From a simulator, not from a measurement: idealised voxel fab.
This section sets out a process module, namely voxel released beams.
The cross-section shown here is cut; it is 170 nm wide and divided into square cells measuring 5 nm on a side.
This document writes a cross-section as a grid whose cells are square, and gives it as bands, listed from the top down; one or more rows of cells form a band.
It is stipulated that each band's entry specify, in nanometres, the height of the top of the band and then that of its bottom, followed by the materials of the band in left-to-right sequence, each together with its width in nanometres. A single material marked by the word "throughout" is understood to fill the band from edge to edge; the word "empty" is understood to denote empty space.
Heights are reckoned from 0. Under this level, the received wafer is all of one material. The bottommost band is open-ended downward, for example "z 0 and below".
You'd read "30..40" like this: the band's top row of cells is as wide as the first number, its bottom row is as wide as the second, and going down, every row changes width by the same amount as the row before did.
The cross-section has no changed cell in any step marked "nothing got changed".
Closed void register: empty space of 8 cells or more with no open way to the top, each as width x height at its distance from the left edge, in nm
That trailing text on a step's line, after the settings, is the simulator's own remark on the step.
overlay nm, on a step with a mask: how far to the right of its planned place the mask lay; to the left if negative
-- Intended process steps
1: op RECEIVE | material Si
2: op CONFORMAL_DEP | material Al2O3 | thk nm 10
3: op DIRECTIONAL_DEP | material SiO2 | thk nm 20
4: op PATTERN | tone open | mask id ANCHOR | material resist | width nm 30 | thk nm 20 | overlay nm 0
5: op DIRECTIONAL_ETCH | etch materials SiO2 | depth nm 20
6: op STRIP | etch materials resist
7: op CONFORMAL_DEP | material W | thk nm 10
8: op PATTERN | tone cover | mask id BEAM | material resist | width nm 75 | thk nm 15 | overlay nm -15
9: op DIRECTIONAL_ETCH | etch materials W | depth nm 10
10: op STRIP | etch materials resist
11: op STRIP | etch materials SiO2
It is noted that the wafers described herein are identical at the outset and are distinguished by the overlay nm of step 8; the value stated in the plan corresponds to the first wafer.
-- Cross-section of the first of several wafers on receipt, reflecting completion of step 1
  z 0 and below: Si throughout
  Closed void register: none
-- Every row in this table is a wafer at the end of the module, and it gives, for each of the materials, the cells that wafer has gained (+) or lost (-) since it was received, then its closed voids
overlay nm -15 | +68 Al2O3 | +46 W | Closed void register: none
overlay nm -10 | +68 Al2O3 | +46 W | Closed void register: none
overlay nm -5 | +68 Al2O3 | +46 W | Closed void register: none
overlay nm 0 | +68 Al2O3 | +46 W | Closed void register: none
overlay nm 5 | +68 Al2O3 | +46 W | Closed void register: none
overlay nm 10 | +68 Al2O3 | +46 W | Closed void register: none
overlay nm 15 | +68 Al2O3 | +46 W | Closed void register: none
